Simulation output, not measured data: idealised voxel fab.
The following is a process module called voxel wiring stack.
FYI the section here is cut, 225 nm wide, cells are 5 nm squares.
Just so we're on the same page, the cross-sections are grids of square cells, and they're listed out in bands top to bottom, each band one or more rows deep. Band: top and bottom heights (nm) first, top before bottom; then materials from left to right, widths in nm. "everywhere" marks a sole material filling the band edge to edge. "empty" denotes empty space. The reference from which all heights are counted is 0, the level beneath which the as-received wafer is entirely one material; the lowest band, having no lower bound, proceeds downward and is written after the example "0 down". With a width like "30..40", each row of cells in the band differs from the next by the same amount, the top row carrying the first number and the bottom row the second. When a step is marked "no alteration", none of the cells in the cross-section changed during that step. "Enclosed cavity list" contains a list of empty spaces, each no smaller than 8 cells and without an open way to the top, written in the form width x height at distance with the distance from the left edge and all three in nm. Whatever follows a step's settings on its line is a remark the simulator itself makes about that step. A step line may carry the setting "overlay nm", which, for steps involving a mask, states the distance by which the mask lay to the right of its intended position; negative values denote displacement to the left.

### plan
step 1: RECEIVE,material Si
step 2: CONFORMAL_DEP,material SiO2,thk nm 15
step 3: CONFORMAL_DEP,material SiCN,thk nm 5
step 4: DIRECTIONAL_DEP,material lowk,thk nm 20
step 5: DIRECTIONAL_DEP,material aC,thk nm 10
step 6: PATTERN,tone open,mask id METAL_1,material resist,width nm 20,pitch nm 35,thk nm 30,overlay nm 0
step 7: DIRECTIONAL_ETCH,etch materials aC,depth nm 10
step 8: STRIP,etch materials resist
step 9: DIRECTIONAL_ETCH,etch materials lowk,depth nm 20
step 10: DIRECTIONAL_ETCH,etch materials SiCN,depth nm 5
step 11: STRIP,etch materials aC
step 12: CONFORMAL_DEP,material TiN,thk nm 5
step 13: FILL_DEP,material Cu,thk nm 10
step 14: CMP,height nm 40
step 15: CONFORMAL_DEP,material SiCN,thk nm 5
step 16: DIRECTIONAL_DEP,material lowk,thk nm 30
step 17: PATTERN,tone open,mask id METAL_2,material resist,width nm 20,pitch nm 35,thk nm 20,overlay nm 0
step 18: DIRECTIONAL_ETCH,etch materials lowk,depth nm 15
step 19: STRIP,etch materials resist
step 20: PATTERN,tone open,mask id METAL_2_HOLES,material resist,width nm 15,pitch nm 35,thk nm 15,overlay nm 0
step 21: DIRECTIONAL_ETCH,etch materials lowk,depth nm 15
step 22: DIRECTIONAL_ETCH,etch materials SiCN,depth nm 5
step 23: STRIP,etch materials resist
step 24: CONFORMAL_DEP,material TiN,thk nm 5
step 25: FILL_DEP,material Ru,thk nm 10
step 26: CMP,height nm 75
step 27: CONFORMAL_DEP,material SiCN,thk nm 5
step 28: DIRECTIONAL_DEP,material lowk,thk nm 25
step 29: MASKED_ETCH,tone open,mask id METAL_3,width nm 20,pitch nm 35,etch materials lowk,depth nm 15,overlay nm 0
step 30: PATTERN,tone open,mask id METAL_3_HOLES,material resist,width nm 15,pitch nm 70,thk nm 15,overlay nm 0
step 31: DIRECTIONAL_ETCH,etch materials lowk,depth nm 10
step 32: DIRECTIONAL_ETCH,etch materials SiCN,depth nm 5
step 33: STRIP,etch materials resist
step 34: CONFORMAL_DEP,material TiN,thk nm 5
step 35: FILL_DEP,material Ru,thk nm 10
step 36: CMP,height nm 105
step 37: CONFORMAL_DEP,material SiCN,thk nm 5

### First of the two wafers, run per plan

### Received-state cross-section, reflecting completion of step 1
	0 down: Si everywhere
	Enclosed cavity list: none

### Sectional view: wafer, after step 2
	15 to 0: SiO2 everywhere
	Unchanged below 0.

### Sectional view: wafer, after step 3
	20 to 15: SiCN everywhere
	Unchanged below 15.

### Sectional view: wafer, after step 4
	40 to 20: lowk everywhere
	Unchanged below 20.

### Sectional view: wafer, after step 5
	50 to 40: aC everywhere
	Unchanged below 40.

### Sectional view: wafer, after step 6
	80 to 50: resist 65 | empty 20 | resist 15 | empty 20 | resist 15 | empty 20 | resist 70
	Unchanged below 50.

### Sectional view: wafer, after step 7
	70 to 50: resist 65 | empty 20 | resist 15 | empty 20 | resist 15 | empty 20 | resist 70
	50 to 40: aC 65 | empty 20 | aC 15 | empty 20 | aC 15 | empty 20 | aC 70
	Unchanged below 40.

### Sectional view: wafer, after step 8
	50 to 40: aC 65 | empty 20 | aC 15 | empty 20 | aC 15 | empty 20 | aC 70
	Unchanged below 40.

### Sectional view: wafer, after step 9
	50 to 40: aC 65 | empty 20 | aC 15 | empty 20 | aC 15 | empty 20 | aC 70
	40 to 20: lowk 65 | empty 20 | lowk 15 | empty 20 | lowk 15 | empty 20 | lowk 70
	Unchanged below 20.

### Sectional view: wafer, after step 10
	50 to 40: aC 65 | empty 20 | aC 15 | empty 20 | aC 15 | empty 20 | aC 70
	40 to 20: lowk 65 | empty 20 | lowk 15 | empty 20 | lowk 15 | empty 20 | lowk 70
	20 to 15: SiCN 65 | empty 20 | SiCN 15 | empty 20 | SiCN 15 | empty 20 | SiCN 70
	Unchanged below 15.

### Sectional view: wafer, after step 11
	40 to 20: lowk 65 | empty 20 | lowk 15 | empty 20 | lowk 15 | empty 20 | lowk 70
	Unchanged below 20.

### Sectional view: wafer, after step 12
	45 to 40: TiN 70 | empty 10 | TiN 25 | empty 10 | TiN 25 | empty 10 | TiN 75
	40 to 20: lowk 65 | TiN 5 | empty 10 | TiN 5 | lowk 15 | TiN 5 | empty 10 | TiN 5 | lowk 15 | TiN 5 | empty 10 | TiN 5 | lowk 70
	20 to 15: SiCN 65 | TiN 20 | SiCN 15 | TiN 20 | SiCN 15 | TiN 20 | SiCN 70
	Unchanged below 15.

### Sectional view: wafer, after step 13
	55 to 45: Cu everywhere
	45 to 40: TiN 70 | Cu 10 | TiN 25 | Cu 10 | TiN 25 | Cu 10 | TiN 75
	40 to 20: lowk 65 | TiN 5 | Cu 10 | TiN 5 | lowk 15 | TiN 5 | Cu 10 | TiN 5 | lowk 15 | TiN 5 | Cu 10 | TiN 5 | lowk 70
	Unchanged below 20.

### Sectional view: wafer, after step 14
	40 to 20: lowk 65 | TiN 5 | Cu 10 | TiN 5 | lowk 15 | TiN 5 | Cu 10 | TiN 5 | lowk 15 | TiN 5 | Cu 10 | TiN 5 | lowk 70
	Unchanged below 20.

### Sectional view: wafer, after step 15
	45 to 40: SiCN everywhere
	Unchanged below 40.

### Sectional view: wafer, after step 16
	75 to 45: lowk everywhere
	Unchanged below 45.

### Sectional view: wafer, after step 17
	95 to 75: resist 65 | empty 20 | resist 15 | empty 20 | resist 15 | empty 20 | resist 70
	Unchanged below 75.

### Sectional view: wafer, after step 18
	95 to 75: resist 65 | empty 20 | resist 15 | empty 20 | resist 15 | empty 20 | resist 70
	75 to 60: lowk 65 | empty 20 | lowk 15 | empty 20 | lowk 15 | empty 20 | lowk 70
	Unchanged below 60.

### Sectional view: wafer, after step 19
	75 to 60: lowk 65 | empty 20 | lowk 15 | empty 20 | lowk 15 | empty 20 | lowk 70
	Unchanged below 60.

### Sectional view: wafer, after step 20
	90 to 75: resist 65 | empty 15 | resist 20 | empty 15 | resist 20 | empty 15 | resist 75
	75 to 60: lowk 65 | empty 15 | resist 5 | lowk 15 | empty 15 | resist 5 | lowk 15 | empty 15 | resist 5 | lowk 70
	Unchanged below 60.

### Sectional view: wafer, after step 21
	90 to 75: resist 65 | empty 15 | resist 20 | empty 15 | resist 20 | empty 15 | resist 75
	75 to 60: lowk 65 | empty 15 | resist 5 | lowk 15 | empty 15 | resist 5 | lowk 15 | empty 15 | resist 5 | lowk 70
	60 to 45: lowk 65 | empty 15 | lowk 20 | empty 15 | lowk 20 | empty 15 | lowk 75
	Unchanged below 45.

### Sectional view: wafer, after step 22
	90 to 75: resist 65 | empty 15 | resist 20 | empty 15 | resist 20 | empty 15 | resist 75
	75 to 60: lowk 65 | empty 15 | resist 5 | lowk 15 | empty 15 | resist 5 | lowk 15 | empty 15 | resist 5 | lowk 70
	60 to 45: lowk 65 | empty 15 | lowk 20 | empty 15 | lowk 20 | empty 15 | lowk 75
	45 to 40: SiCN 65 | empty 15 | SiCN 20 | empty 15 | SiCN 20 | empty 15 | SiCN 75
	Unchanged below 40.

### Sectional view: wafer, after step 23
	75 to 60: lowk 65 | empty 20 | lowk 15 | empty 20 | lowk 15 | empty 20 | lowk 70
	Unchanged below 60.

### Sectional view: wafer, after step 24
	80 to 75: TiN 70 | empty 10 | TiN 25 | empty 10 | TiN 25 | empty 10 | TiN 75
	75 to 65: lowk 65 | TiN 5 | empty 10 | TiN 5 | lowk 15 | TiN 5 | empty 10 | TiN 5 | lowk 15 | TiN 5 | empty 10 | TiN 5 | lowk 70
	65 to 60: lowk 65 | TiN 5 | empty 5 | TiN 10 | lowk 15 | TiN 5 | empty 5 | TiN 10 | lowk 15 | TiN 5 | empty 5 | TiN 10 | lowk 70
	60 to 45: lowk 65 | TiN 5 | empty 5 | TiN 5 | lowk 20 | TiN 5 | empty 5 | TiN 5 | lowk 20 | TiN 5 | empty 5 | TiN 5 | lowk 75
	45 to 40: SiCN 65 | TiN 15 | SiCN 20 | TiN 15 | SiCN 20 | TiN 15 | SiCN 75
	Unchanged below 40.

### Sectional view: wafer, after step 25
	90 to 80: Ru everywhere
	80 to 75: TiN 70 | Ru 10 | TiN 25 | Ru 10 | TiN 25 | Ru 10 | TiN 75
	75 to 65: lowk 65 | TiN 5 | Ru 10 | TiN 5 | lowk 15 | TiN 5 | Ru 10 | TiN 5 | lowk 15 | TiN 5 | Ru 10 | TiN 5 | lowk 70
	65 to 60: lowk 65 | TiN 5 | Ru 5 | TiN 10 | lowk 15 | TiN 5 | Ru 5 | TiN 10 | lowk 15 | TiN 5 | Ru 5 | TiN 10 | lowk 70
	60 to 45: lowk 65 | TiN 5 | Ru 5 | TiN 5 | lowk 20 | TiN 5 | Ru 5 | TiN 5 | lowk 20 | TiN 5 | Ru 5 | TiN 5 | lowk 75
	Unchanged below 45.

### Sectional view: wafer, after step 26
	75 to 65: lowk 65 | TiN 5 | Ru 10 | TiN 5 | lowk 15 | TiN 5 | Ru 10 | TiN 5 | lowk 15 | TiN 5 | Ru 10 | TiN 5 | lowk 70
	Unchanged below 65.

### Sectional view: wafer, after step 27
	80 to 75: SiCN everywhere
	Unchanged below 75.

### Sectional view: wafer, after step 28
	105 to 80: lowk everywhere
	Unchanged below 80.

### Sectional view: wafer, after step 29
	105 to 90: lowk 65 | empty 20 | lowk 15 | empty 20 | lowk 15 | empty 20 | lowk 70
	Unchanged below 90.

### Sectional view: wafer, after step 30
	120 to 105: resist 65 | empty 15 | resist 55 | empty 15 | resist 75
	105 to 90: lowk 65 | empty 15 | resist 5 | lowk 15 | resist 20 | lowk 15 | empty 15 | resist 5 | lowk 70
	Unchanged below 90.

### Sectional view: wafer, after step 31
	120 to 105: resist 65 | empty 15 | resist 55 | empty 15 | resist 75
	105 to 90: lowk 65 | empty 15 | resist 5 | lowk 15 | resist 20 | lowk 15 | empty 15 | resist 5 | lowk 70
	90 to 80: lowk 65 | empty 15 | lowk 55 | empty 15 | lowk 75
	Unchanged below 80.

### Sectional view: wafer, after step 32
	120 to 105: resist 65 | empty 15 | resist 55 | empty 15 | resist 75
	105 to 90: lowk 65 | empty 15 | resist 5 | lowk 15 | resist 20 | lowk 15 | empty 15 | resist 5 | lowk 70
	90 to 80: lowk 65 | empty 15 | lowk 55 | empty 15 | lowk 75
	80 to 75: SiCN 65 | empty 15 | SiCN 55 | empty 15 | SiCN 75
	Unchanged below 75.

### Sectional view: wafer, after step 33
	105 to 90: lowk 65 | empty 20 | lowk 15 | empty 20 | lowk 15 | empty 20 | lowk 70
	Unchanged below 90.

### Sectional view: wafer, after step 34
	110 to 105: TiN 70 | empty 10 | TiN 25 | empty 10 | TiN 25 | empty 10 | TiN 75
	105 to 95: lowk 65 | TiN 5 | empty 10 | TiN 5 | lowk 15 | TiN 5 | empty 10 | TiN 5 | lowk 15 | TiN 5 | empty 10 | TiN 5 | lowk 70
	95 to 90: lowk 65 | TiN 5 | empty 5 | TiN 10 | lowk 15 | TiN 20 | lowk 15 | TiN 5 | empty 5 | TiN 10 | lowk 70
	90 to 80: lowk 65 | TiN 5 | empty 5 | TiN 5 | lowk 55 | TiN 5 | empty 5 | TiN 5 | lowk 75
	80 to 75: SiCN 65 | TiN 15 | SiCN 55 | TiN 15 | SiCN 75
	Unchanged below 75.

### Sectional view: wafer, after step 35
	120 to 110: Ru everywhere
	110 to 105: TiN 70 | Ru 10 | TiN 25 | Ru 10 | TiN 25 | Ru 10 | TiN 75
	105 to 95: lowk 65 | TiN 5 | Ru 10 | TiN 5 | lowk 15 | TiN 5 | Ru 10 | TiN 5 | lowk 15 | TiN 5 | Ru 10 | TiN 5 | lowk 70
	95 to 90: lowk 65 | TiN 5 | Ru 5 | TiN 10 | lowk 15 | TiN 20 | lowk 15 | TiN 5 | Ru 5 | TiN 10 | lowk 70
	90 to 80: lowk 65 | TiN 5 | Ru 5 | TiN 5 | lowk 55 | TiN 5 | Ru 5 | TiN 5 | lowk 75
	Unchanged below 80.

### Sectional view: wafer, after step 36
	105 to 95: lowk 65 | TiN 5 | Ru 10 | TiN 5 | lowk 15 | TiN 5 | Ru 10 | TiN 5 | lowk 15 | TiN 5 | Ru 10 | TiN 5 | lowk 70
	Unchanged below 95.

### Sectional view: wafer, after step 37
	110 to 105: SiCN everywhere
	Unchanged below 105.

### Second wafer - shared start and plan with the first - one error in running - same as the first up to step 29 inclusive

### Cross-section: second wafer, time at which step 30 was scheduled to end
	120 to 105: resist 60 | empty 25 | resist 45 | empty 25 | resist 70
	105 to 90: lowk 65 | empty 20 | lowk 15 | resist 20 | lowk 15 | empty 20 | lowk 70
	Unchanged below 90.

### Cross-section: second wafer, time at which step 31 was scheduled to end
	120 to 105: resist 60 | empty 25 | resist 45 | empty 25 | resist 70
	105 to 95: lowk 60 | empty 25 | lowk 15 | resist 20 | lowk 10 | empty 25 | lowk 70
	95 to 90: lowk 65 | empty 20 | lowk 15 | resist 20 | lowk 15 | empty 20 | lowk 70
	90 to 80: lowk 65 | empty 20 | lowk 50 | empty 20 | lowk 70
	Unchanged below 80.

### Cross-section: second wafer, time at which step 32 was scheduled to end
	120 to 105: resist 60 | empty 25 | resist 45 | empty 25 | resist 70
	105 to 95: lowk 60 | empty 25 | lowk 15 | resist 20 | lowk 10 | empty 25 | lowk 70
	95 to 90: lowk 65 | empty 20 | lowk 15 | resist 20 | lowk 15 | empty 20 | lowk 70
	90 to 80: lowk 65 | empty 20 | lowk 50 | empty 20 | lowk 70
	80 to 75: SiCN 65 | empty 20 | SiCN 50 | empty 20 | SiCN 70
	Unchanged below 75.

### Cross-section: second wafer, time at which step 33 was scheduled to end
	105 to 95: lowk 60 | empty 25 | lowk 15 | empty 20 | lowk 10 | empty 25 | lowk 70
	95 to 90: lowk 65 | empty 20 | lowk 15 | empty 20 | lowk 15 | empty 20 | lowk 70
	Unchanged below 90.

### Cross-section: second wafer, time at which step 34 was scheduled to end
	110 to 105: TiN 65 | empty 15 | TiN 25 | empty 10 | TiN 20 | empty 15 | TiN 75
	105 to 95: lowk 60 | TiN 5..10 | empty 15..10 | TiN 5 | lowk 15 | TiN 5 | empty 10 | TiN 5 | lowk 10 | TiN 5..10 | empty 15..10 | TiN 5 | lowk 70
	95 to 90: lowk 65 | TiN 5 | empty 10 | TiN 5 | lowk 15 | TiN 20 | lowk 15 | TiN 5 | empty 10 | TiN 5 | lowk 70
	90 to 80: lowk 65 | TiN 5 | empty 10 | TiN 5 | lowk 50 | TiN 5 | empty 10 | TiN 5 | lowk 70
	80 to 75: SiCN 65 | TiN 20 | SiCN 50 | TiN 20 | SiCN 70
	Unchanged below 75.

### Cross-section: second wafer, time at which step 35 was scheduled to end
	120 to 110: Ru everywhere
	110 to 105: TiN 65 | Ru 15 | TiN 25 | Ru 10 | TiN 20 | Ru 15 | TiN 75
	105 to 95: lowk 60 | TiN 5..10 | Ru 15..10 | TiN 5 | lowk 15 | TiN 5 | Ru 10 | TiN 5 | lowk 10 | TiN 5..10 | Ru 15..10 | TiN 5 | lowk 70
	95 to 90: lowk 65 | TiN 5 | Ru 10 | TiN 5 | lowk 15 | TiN 20 | lowk 15 | TiN 5 | Ru 10 | TiN 5 | lowk 70
	90 to 80: lowk 65 | TiN 5 | Ru 10 | TiN 5 | lowk 50 | TiN 5 | Ru 10 | TiN 5 | lowk 70
	Unchanged below 80.

### Cross-section: second wafer, time at which step 36 was scheduled to end
	105 to 95: lowk 60 | TiN 5..10 | Ru 15..10 | TiN 5 | lowk 15 | TiN 5 | Ru 10 | TiN 5 | lowk 10 | TiN 5..10 | Ru 15..10 | TiN 5 | lowk 70
	Unchanged below 95.

### Cross-section: second wafer, time at which step 37 was scheduled to end
	110 to 105: SiCN everywhere
	Unchanged below 105.
Error vs. plan: step 30 did not happen as planned, as run it was PATTERN,tone open,mask id METAL_3_HOLES,material resist,width nm 25,pitch nm 70,thk nm 15,overlay nm 0
Final difference in cells, second wafer against first, listed per material as more or fewer: Ru +8, SiCN -2, TiN +2, lowk -8
